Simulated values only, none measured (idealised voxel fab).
You're looking at the process module voxel transistor to metal.
The width of the displayed cross-section, cut, is 175 nm; its cells are square, with a size of 5 nm.
We lay out every cross-section as a grid of square cells and spell it out in bands from the top down, where one band means one or more rows of cells. Heights first: top, then bottom, in nm. Then materials, left to right, each with a width in nm. "throughout" on a single material: fills the band edge to edge. "blank": empty space. Ref level 0: as-received wafer is one material below here. Bottom band extends down with no lower bound ("0 and below"). Think of "30->40" as a width that walks from the first number to the second as you go down the band, top row to bottom row, taking equal-sized steps from row to row. You'll sometimes find "identical to before" written for a step, and that's the way of saying that nowhere in the cross-section did a cell change during that step. For the entry "Trapped cavities", the listed items are empty spaces with no open way to the top whose size is 8 cells or more; each item follows the pattern width x height at distance, where distance is from the left edge and all three are in nm. Note: text after step settings on the step line = simulator remark on that step. If you see "overlay nm" on a step's line and that step has a mask, it's telling you how far right of where it was planned the mask ended up; a negative number means it went left instead.

# List of planned process steps
1 RECEIVE (material Si)
2 OXIDIZE (depth nm 5)
3 CONFORMAL_DEP (material SiN; thk nm 10)
4 DIRECTIONAL_DEP (material aC; thk nm 15)
5 PATTERN (tone cover; mask id ACTIVE; material resist; width nm 115; thk nm 35; overlay nm 0)
6 DIRECTIONAL_ETCH (etch materials aC; depth nm 15)
7 STRIP (etch materials resist)
8 DIRECTIONAL_ETCH (etch materials SiN; depth nm 10)
9 DIRECTIONAL_ETCH (etch materials SiO2; depth nm 5)
10 DIRECTIONAL_ETCH (etch materials Si; depth nm 20)
11 STRIP (etch materials aC)
12 OXIDIZE (depth nm 5)
13 FILL_DEP (material SiO2; thk nm 5)
14 CMP (height nm 10)
15 SELECTIVE_ETCH (etch materials SiO2; depth nm 10)
16 STRIP (etch materials SiN)
17 SELECTIVE_ETCH (etch materials SiO2; depth nm 5)
18 OXIDIZE (depth nm 5)
19 DIRECTIONAL_DEP (material polySi; thk nm 30)
20 DIRECTIONAL_DEP (material SiCN; thk nm 10)
21 PATTERN (tone cover; mask id GATE; material resist; width nm 25; thk nm 15; overlay nm 0)
22 DIRECTIONAL_ETCH (etch materials SiCN; depth nm 20)
23 DIRECTIONAL_ETCH (etch materials polySi; depth nm 40)
24 STRIP (etch materials resist)
25 CONFORMAL_DEP (material SiO2; thk nm 5)
26 DIRECTIONAL_ETCH (etch materials SiO2; depth nm 5)
27 CONFORMAL_DEP (material SiN; thk nm 10)
28 DIRECTIONAL_ETCH (etch materials SiN; depth nm 10)
29 DIRECTIONAL_ETCH (etch materials SiO2; depth nm 5)
30 DIRECTIONAL_ETCH (etch materials Si; depth nm 5)
31 EPI (material pSi; thk nm 5)
32 FILL_DEP (material SiO2; thk nm 5)
33 CMP (height nm 25)
34 STRIP (etch materials polySi)
35 SELECTIVE_ETCH (etch materials SiO2; depth nm 5)
36 CONFORMAL_DEP (material HfO2; thk nm 5)
37 CONFORMAL_DEP (material TiN; thk nm 5)
38 FILL_DEP (material W; thk nm 5)
39 CMP (height nm 20)
40 DIRECTIONAL_DEP (material SiO2; thk nm 10)
41 MASKED_ETCH (tone open; mask id CONTACT; width nm 20; pitch nm 75; etch materials SiO2; depth nm 40; overlay nm 0)
42 CONFORMAL_DEP (material TiN; thk nm 5)
43 FILL_DEP (material W; thk nm 5)
44 CMP (height nm 30)
45 CONFORMAL_DEP (material SiCN; thk nm 5)
46 DIRECTIONAL_DEP (material lowk; thk nm 25)
47 PATTERN (tone open; mask id METAL_1; material resist; width nm 20; pitch nm 75; thk nm 20; overlay nm 0)
48 DIRECTIONAL_ETCH (etch materials lowk; depth nm 25)
49 DIRECTIONAL_ETCH (etch materials SiCN; depth nm 5)
50 STRIP (etch materials resist)
51 CONFORMAL_DEP (material TiN; thk nm 5)
52 FILL_DEP (material W; thk nm 5)
53 CMP (height nm 60)
54 EPI (material Ru; thk nm 5)
55 FILL_DEP (material SiCN; thk nm 5)
56 DIRECTIONAL_DEP (material lowk; thk nm 25)
57 PATTERN (tone open; mask id METAL_2; material resist; width nm 20; pitch nm 75; thk nm 15; overlay nm 0)
58 DIRECTIONAL_ETCH (etch materials lowk; depth nm 15)
59 STRIP (etch materials resist)
60 PATTERN (tone open; mask id METAL_2_HOLES; material resist; width nm 15; pitch nm 75; thk nm 15; overlay nm 0)
61 DIRECTIONAL_ETCH (etch materials lowk; depth nm 10)
62 DIRECTIONAL_ETCH (etch materials SiCN; depth nm 5)
63 STRIP (etch materials resist)
64 CONFORMAL_DEP (material TiN; thk nm 5)
65 FILL_DEP (material Cu; thk nm 5)
66 CMP (height nm 95)
67 CONFORMAL_DEP (material SiN; thk nm 5)
The plan's step 51 thk nm is the first wafer's value; the wafers differ in this setting and start identical.

# Cut through the first of several wafers as received, post step 1
- 0 and below  Si throughout
- Trapped cavities: none

# The figure below presents a cross-section of the first of several wafers at the conclusion of the module, following its last step, step 67
- 100 down to 95  SiN throughout
- 95 down to 85  40 lowk, 5 TiN, 10 Cu, 5 TiN, 55 lowk, 5 TiN, 10 Cu, 5 TiN, 40 lowk
- 85 down to 80  40 lowk, 5 TiN, 5 Cu, 10 TiN, 55 lowk, 5 TiN, 5 Cu, 10 TiN, 40 lowk
- 80 down to 70  40 lowk, 5 TiN, 5 Cu, 5 TiN, 60 lowk, 5 TiN, 5 Cu, 5 TiN, 45 lowk
- 70 down to 65  40 SiCN, 15 TiN, 60 SiCN, 15 TiN, 45 SiCN
- 65 down to 60  35 SiCN, 30 Ru, 45 SiCN, 30 Ru, 35 SiCN
- 60 down to 35  40 lowk, 5 TiN, 10 W, 5 TiN, 55 lowk, 5 TiN, 10 W, 5 TiN, 40 lowk
- 35 down to 30  40 SiCN, 20 TiN, 55 SiCN, 20 TiN, 40 SiCN
- 30 down to 20  40 SiO2, 5 TiN, 10 W, 5 TiN, 55 SiO2, 5 TiN, 10 W, 5 TiN, 40 SiO2
- 20 down to 0  40 SiO2, 5 TiN, 10 W, 5 TiN, 10 SiN, 5 HfO2, 5 TiN, 15 W, 5 TiN, 5 HfO2, 10 SiN, 5 TiN, 10 W, 5 TiN, 40 SiO2
- 0 down to -5  40 SiO2, 5 TiN, 5 W, 10 TiN, 10 SiN, 5 HfO2, 25 TiN, 5 HfO2, 10 SiN, 10 TiN, 5 W, 5 TiN, 40 SiO2
- -5 down to -10  40 SiO2, 15 TiN, 5 pSi, 10 SiO2, 35 HfO2, 10 SiO2, 5 pSi, 15 TiN, 40 SiO2
- -10 down to -15  35 SiO2, 25 pSi, 55 Si, 25 pSi, 35 SiO2
- -15 down to -30  35 SiO2, 105 Si, 35 SiO2
- -30 and below  Si throughout
- Trapped cavities: none

# Showing the last wafer in cross-section at the end of the module
- 100 down to 95  SiN throughout
- 95 down to 85  40 lowk, 5 TiN, 10 Cu, 5 TiN, 55 lowk, 5 TiN, 10 Cu, 5 TiN, 40 lowk
- 85 down to 80  40 lowk, 5 TiN, 5 Cu, 10 TiN, 55 lowk, 5 TiN, 5 Cu, 10 TiN, 40 lowk
- 80 down to 70  40 lowk, 5 TiN, 5 Cu, 5 TiN, 60 lowk, 5 TiN, 5 Cu, 5 TiN, 45 lowk
- 70 down to 65  40 SiCN, 15 TiN, 60 SiCN, 15 TiN, 45 SiCN
- 65 down to 60  35 SiCN, 30 Ru, 45 SiCN, 30 Ru, 35 SiCN
- 60 down to 35  40 lowk, 20 TiN, 55 lowk, 20 TiN, 40 lowk
- 35 down to 30  40 SiCN, 20 TiN, 55 SiCN, 20 TiN, 40 SiCN
- 30 down to 20  40 SiO2, 5 TiN, 10 W, 5 TiN, 55 SiO2, 5 TiN, 10 W, 5 TiN, 40 SiO2
- 20 down to 0  40 SiO2, 5 TiN, 10 W, 5 TiN, 10 SiN, 5 HfO2, 5 TiN, 15 W, 5 TiN, 5 HfO2, 10 SiN, 5 TiN, 10 W, 5 TiN, 40 SiO2
- 0 down to -5  40 SiO2, 5 TiN, 5 W, 10 TiN, 10 SiN, 5 HfO2, 25 TiN, 5 HfO2, 10 SiN, 10 TiN, 5 W, 5 TiN, 40 SiO2
- -5 down to -10  40 SiO2, 15 TiN, 5 pSi, 10 SiO2, 35 HfO2, 10 SiO2, 5 pSi, 15 TiN, 40 SiO2
- -10 down to -15  35 SiO2, 25 pSi, 55 Si, 25 pSi, 35 SiO2
- -15 down to -30  35 SiO2, 105 Si, 35 SiO2
- -30 and below  Si throughout
- Trapped cavities: none

# Below is a per-wafer table. In it, each row describes the wafer at the end of the module by giving, for each material, the number of cells gained (+) or lost (-) since the wafer was received, and after that the closed voids of the wafer
thk nm 5, +14 Cu, +17 HfO2, +12 Ru, -136 Si, +79 SiCN, +55 SiN, +210 SiO2, +105 TiN, +58 W, +274 lowk, +12 pSi, Trapped cavities: none
thk nm 10, +14 Cu, +17 HfO2, +12 Ru, -136 Si, +79 SiCN, +55 SiN, +210 SiO2, +125 TiN, +38 W, +274 lowk, +12 pSi, Trapped cavities: none
thk nm 15, +14 Cu, +17 HfO2, +12 Ru, -136 Si, +79 SiCN, +55 SiN, +210 SiO2, +125 TiN, +38 W, +274 lowk, +12 pSi, Trapped cavities: none
thk nm 20, +14 Cu, +17 HfO2, +12 Ru, -136 Si, +79 SiCN, +55 SiN, +210 SiO2, +125 TiN, +38 W, +274 lowk, +12 pSi, Trapped cavities: none
